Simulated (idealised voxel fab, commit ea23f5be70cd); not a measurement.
process module | voxel capacitor over wiring
cross-section cut | 270 nm wide | cells 5 nm
A cross-section is a grid of square cells, given in bands from the top down. A band is one or more rows of cells.
Each band's line starts with the height of the band's top and of its bottom, in nm. Then come its materials from left to right, each with its width in nm. One material with "throughout" fills the band from edge to edge. "air" is empty space.
Height 0 is the level under which the wafer as received is all one material. The lowest band goes on downwards, as in "0 down".
A width such as "30 to 40" changes by the same amount from each row of cells to the next, from the band's top row to its bottom row.
"no change" after a step means that no cell of the cross-section changed.
closed voids: empty space of 8 cells or more with no open way to the top, each as width x height at its distance from the left edge, in nm
after a step's settings: what the simulator itself notes on the step
overlay nm, on a step with a mask: how far to the right of its planned place the mask lay; to the left if negative
plan
1 op RECEIVE | material Si
2 op CONFORMAL_DEP | material SiO2 | thk nm 15
3 op CONFORMAL_DEP | material SiCN | thk nm 5
4 op DIRECTIONAL_DEP | material lowk | thk nm 15
5 op PATTERN | tone open | mask id METAL_1 | material resist | width nm 25 | pitch nm 95 | thk nm 15 | overlay nm 0
6 op DIRECTIONAL_ETCH | etch materials lowk | depth nm 15
7 op DIRECTIONAL_ETCH | etch materials SiCN | depth nm 5
8 op STRIP | etch materials resist
9 op CONFORMAL_DEP | material TiN | thk nm 5
10 op FILL_DEP | material W | thk nm 10
11 op CMP | height nm 35
12 op EPI | material Ru | thk nm 5
13 op FILL_DEP | material SiCN | thk nm 5
14 op DIRECTIONAL_DEP | material SiO2 | thk nm 15
15 op MASKED_ETCH | tone open | mask id PLUG_1 | width nm 15 | etch materials SiO2 | depth nm 15 | overlay nm 0
16 op MASKED_ETCH | tone open | mask id PLUG_1 | width nm 15 | etch materials SiCN | depth nm 5 | overlay nm 0
17 op EPI | material Ru | thk nm 10
18 op EPI | material Ru | thk nm 10
19 op DIRECTIONAL_DEP | material TiN | thk nm 5
20 op DIRECTIONAL_DEP | material SiN | thk nm 5
21 op DIRECTIONAL_DEP | material TiN | thk nm 10
22 op MASKED_ETCH | tone cover | mask id UPPER_PLATE | width nm 75 | etch materials TiN | depth nm 10 | overlay nm 0
23 op MASKED_ETCH | tone cover | mask id UPPER_PLATE | width nm 75 | etch materials SiN | depth nm 5 | overlay nm 0
24 op DIRECTIONAL_DEP | material aC | thk nm 10
25 op PATTERN | tone cover | mask id LOWER_PLATE | material resist | width nm 85 | thk nm 25 | overlay nm 0
26 op DIRECTIONAL_ETCH | etch materials aC | depth nm 10
27 op STRIP | etch materials resist
28 op DIRECTIONAL_ETCH | etch materials TiN | depth nm 5
29 op STRIP | etch materials aC
30 op FILL_DEP | material SiO2 | thk nm 20
31 op CMP | height nm 95
32 op PATTERN | tone open | mask id PLUG_2 | material resist | width nm 15 | thk nm 20 | overlay nm 0
33 op DIRECTIONAL_ETCH | etch materials SiO2 | depth nm 15
34 op STRIP | etch materials resist
35 op CONFORMAL_DEP | material TiN | thk nm 5
36 op FILL_DEP | material W | thk nm 10
37 op CMP | height nm 95
38 op CONFORMAL_DEP | material SiCN | thk nm 5
first wafer, as planned
as received, after step 1
  0 down: Si throughout
  closed voids: none
after step 2
  15 to 0: SiO2 throughout
  below 0: unchanged
after step 3
  20 to 15: SiCN throughout
  below 15: unchanged
after step 4
  35 to 20: lowk throughout
  below 20: unchanged
after step 5
  50 to 35: resist 75 | air 25 | resist 70 | air 25 | resist 75
  below 35: unchanged
after step 6
  50 to 35: resist 75 | air 25 | resist 70 | air 25 | resist 75
  35 to 20: lowk 75 | air 25 | lowk 70 | air 25 | lowk 75
  below 20: unchanged
after step 7
  50 to 35: resist 75 | air 25 | resist 70 | air 25 | resist 75
  35 to 20: lowk 75 | air 25 | lowk 70 | air 25 | lowk 75
  20 to 15: SiCN 75 | air 25 | SiCN 70 | air 25 | SiCN 75
  below 15: unchanged
after step 8
  35 to 20: lowk 75 | air 25 | lowk 70 | air 25 | lowk 75
  below 20: unchanged
after step 9
  40 to 35: TiN 80 | air 15 | TiN 80 | air 15 | TiN 80
  35 to 20: lowk 75 | TiN 5 | air 15 | TiN 5 | lowk 70 | TiN 5 | air 15 | TiN 5 | lowk 75
  20 to 15: SiCN 75 | TiN 25 | SiCN 70 | TiN 25 | SiCN 75
  below 15: unchanged
after step 10
  50 to 40: W throughout
  40 to 35: TiN 80 | W 15 | TiN 80 | W 15 | TiN 80
  35 to 20: lowk 75 | TiN 5 | W 15 | TiN 5 | lowk 70 | TiN 5 | W 15 | TiN 5 | lowk 75
  below 20: unchanged
after step 11
  35 to 20: lowk 75 | TiN 5 | W 15 | TiN 5 | lowk 70 | TiN 5 | W 15 | TiN 5 | lowk 75
  below 20: unchanged
after step 12
  40 to 35: air 70 | Ru 35 | air 60 | Ru 35 | air 70
  below 35: unchanged
after step 13
  45 to 40: SiCN throughout
  40 to 35: SiCN 70 | Ru 35 | SiCN 60 | Ru 35 | SiCN 70
  below 35: unchanged
after step 14
  60 to 45: SiO2 throughout
  below 45: unchanged
after step 15
  60 to 45: SiO2 85 | air 15 | SiO2 170
  below 45: unchanged
after step 16
  60 to 45: SiO2 85 | air 15 | SiO2 170
  45 to 40: SiCN 85 | air 15 | SiCN 170
  below 40: unchanged
after step 17
  60 to 50: SiO2 85 | air 15 | SiO2 170
  50 to 45: SiO2 85 | Ru 15 | SiO2 170
  45 to 40: SiCN 85 | Ru 15 | SiCN 170
  below 40: unchanged
after step 18
  60 to 45: SiO2 85 | Ru 15 | SiO2 170
  below 45: unchanged
after step 19
  65 to 60: TiN throughout
  below 60: unchanged
after step 20
  70 to 65: SiN throughout
  below 65: unchanged
after step 21
  80 to 70: TiN throughout
  below 70: unchanged
after step 22
  80 to 70: air 85 | TiN 75 | air 110
  below 70: unchanged
after step 23
  80 to 70: air 85 | TiN 75 | air 110
  70 to 65: air 85 | SiN 75 | air 110
  below 65: unchanged
after step 24
  90 to 80: air 85 | aC 75 | air 110
  80 to 75: air 85 | TiN 75 | air 110
  75 to 70: aC 85 | TiN 75 | aC 110
  70 to 65: aC 85 | SiN 75 | aC 110
  below 65: unchanged
after step 25
  115 to 90: air 80 | resist 85 | air 105
  90 to 80: air 80 | resist 5 | aC 75 | resist 5 | air 105
  80 to 75: air 80 | resist 5 | TiN 75 | resist 5 | air 105
  below 75: unchanged
after step 26
  105 to 90: air 80 | resist 85 | air 105
  90 to 80: air 80 | resist 5 | aC 75 | resist 5 | air 105
  80 to 75: air 80 | resist 5 | TiN 75 | resist 5 | air 105
  75 to 70: air 80 | aC 5 | TiN 75 | aC 5 | air 105
  70 to 65: air 80 | aC 5 | SiN 75 | aC 5 | air 105
  below 65: unchanged
after step 27
  90 to 80: air 85 | aC 75 | air 110
  80 to 75: air 85 | TiN 75 | air 110
  below 75: unchanged
after step 28
  90 to 80: air 85 | aC 75 | air 110
  80 to 75: air 85 | TiN 75 | air 110
  75 to 70: air 80 | aC 5 | TiN 75 | aC 5 | air 105
  70 to 65: air 80 | aC 5 | SiN 75 | aC 5 | air 105
  65 to 60: air 80 | TiN 85 | air 105
  below 60: unchanged
after step 29
  80 to 70: air 85 | TiN 75 | air 110
  70 to 65: air 85 | SiN 75 | air 110
  below 65: unchanged
after step 30
  100 to 80: SiO2 throughout
  80 to 70: SiO2 85 | TiN 75 | SiO2 110
  70 to 65: SiO2 85 | SiN 75 | SiO2 110
  65 to 60: SiO2 80 | TiN 85 | SiO2 105
  below 60: unchanged
after step 31
  95 to 80: SiO2 throughout
  below 80: unchanged
after step 32
  115 to 95: resist 95 | air 15 | resist 160
  below 95: unchanged
after step 33
  115 to 95: resist 95 | air 15 | resist 160
  95 to 80: SiO2 95 | air 15 | SiO2 160
  below 80: unchanged
after step 34
  95 to 80: SiO2 95 | air 15 | SiO2 160
  below 80: unchanged
after step 35
  100 to 95: TiN 100 | air 5 | TiN 165
  95 to 85: SiO2 95 | TiN 5 | air 5 | TiN 5 | SiO2 160
  85 to 80: SiO2 95 | TiN 15 | SiO2 160
  below 80: unchanged
after step 36
  110 to 100: W throughout
  100 to 95: TiN 100 | W 5 | TiN 165
  95 to 85: SiO2 95 | TiN 5 | W 5 | TiN 5 | SiO2 160
  below 85: unchanged
after step 37
  95 to 85: SiO2 95 | TiN 5 | W 5 | TiN 5 | SiO2 160
  below 85: unchanged
after step 38
  100 to 95: SiCN throughout
  below 95: unchanged
second wafer: like start, like plan, one mistake. Through step 15 it matches the first wafer
when step 16 should have ended
  60 to 45: SiO2 85 | air 15 | SiO2 170
  45 to 40: SiCN 95 | air 5 | SiCN 170
  below 40: unchanged
when step 17 should have ended
  60 to 50: SiO2 85 | air 15 | SiO2 170
  50 to 45: SiO2 85 | air 5 | Ru 10 | SiO2 170
  45 to 40: SiCN 95 | Ru 5 | SiCN 170
  below 40: unchanged
when step 18 should have ended
  60 to 45: SiO2 85 | Ru 15 | SiO2 170
  below 45: unchanged
when step 19 should have ended
  65 to 60: TiN throughout
  below 60: unchanged
when step 20 should have ended
  70 to 65: SiN throughout
  below 65: unchanged
when step 21 should have ended
  80 to 70: TiN throughout
  below 70: unchanged
when step 22 should have ended
  80 to 70: air 85 | TiN 75 | air 110
  below 70: unchanged
when step 23 should have ended
  80 to 70: air 85 | TiN 75 | air 110
  70 to 65: air 85 | SiN 75 | air 110
  below 65: unchanged
when step 24 should have ended
  90 to 80: air 85 | aC 75 | air 110
  80 to 75: air 85 | TiN 75 | air 110
  75 to 70: aC 85 | TiN 75 | aC 110
  70 to 65: aC 85 | SiN 75 | aC 110
  below 65: unchanged
when step 25 should have ended
  115 to 90: air 80 | resist 85 | air 105
  90 to 80: air 80 | resist 5 | aC 75 | resist 5 | air 105
  80 to 75: air 80 | resist 5 | TiN 75 | resist 5 | air 105
  below 75: unchanged
when step 26 should have ended
  105 to 90: air 80 | resist 85 | air 105
  90 to 80: air 80 | resist 5 | aC 75 | resist 5 | air 105
  80 to 75: air 80 | resist 5 | TiN 75 | resist 5 | air 105
  75 to 70: air 80 | aC 5 | TiN 75 | aC 5 | air 105
  70 to 65: air 80 | aC 5 | SiN 75 | aC 5 | air 105
  below 65: unchanged
when step 27 should have ended
  90 to 80: air 85 | aC 75 | air 110
  80 to 75: air 85 | TiN 75 | air 110
  below 75: unchanged
when step 28 should have ended
  90 to 80: air 85 | aC 75 | air 110
  80 to 75: air 85 | TiN 75 | air 110
  75 to 70: air 80 | aC 5 | TiN 75 | aC 5 | air 105
  70 to 65: air 80 | aC 5 | SiN 75 | aC 5 | air 105
  65 to 60: air 80 | TiN 85 | air 105
  below 60: unchanged
when step 29 should have ended
  80 to 70: air 85 | TiN 75 | air 110
  70 to 65: air 85 | SiN 75 | air 110
  below 65: unchanged
when step 30 should have ended
  100 to 80: SiO2 throughout
  80 to 70: SiO2 85 | TiN 75 | SiO2 110
  70 to 65: SiO2 85 | SiN 75 | SiO2 110
  65 to 60: SiO2 80 | TiN 85 | SiO2 105
  below 60: unchanged
when step 31 should have ended
  95 to 80: SiO2 throughout
  below 80: unchanged
when step 32 should have ended
  115 to 95: resist 95 | air 15 | resist 160
  below 95: unchanged
when step 33 should have ended
  115 to 95: resist 95 | air 15 | resist 160
  95 to 80: SiO2 95 | air 15 | SiO2 160
  below 80: unchanged
when step 34 should have ended
  95 to 80: SiO2 95 | air 15 | SiO2 160
  below 80: unchanged
when step 35 should have ended
  100 to 95: TiN 100 | air 5 | TiN 165
  95 to 85: SiO2 95 | TiN 5 | air 5 | TiN 5 | SiO2 160
  85 to 80: SiO2 95 | TiN 15 | SiO2 160
  below 80: unchanged
when step 36 should have ended
  110 to 100: W throughout
  100 to 95: TiN 100 | W 5 | TiN 165
  95 to 85: SiO2 95 | TiN 5 | W 5 | TiN 5 | SiO2 160
  below 85: unchanged
when step 37 should have ended
  95 to 85: SiO2 95 | TiN 5 | W 5 | TiN 5 | SiO2 160
  below 85: unchanged
when step 38 should have ended
  100 to 95: SiCN throughout
  below 95: unchanged
what went wrong: step 16 ran as: op MASKED_ETCH | tone open | mask id PLUG_1 | width nm 15 | etch materials SiCN | depth nm 5 | overlay nm 10
at the end the second wafer has, in cells: 2 fewer of Ru | 2 more of SiCN
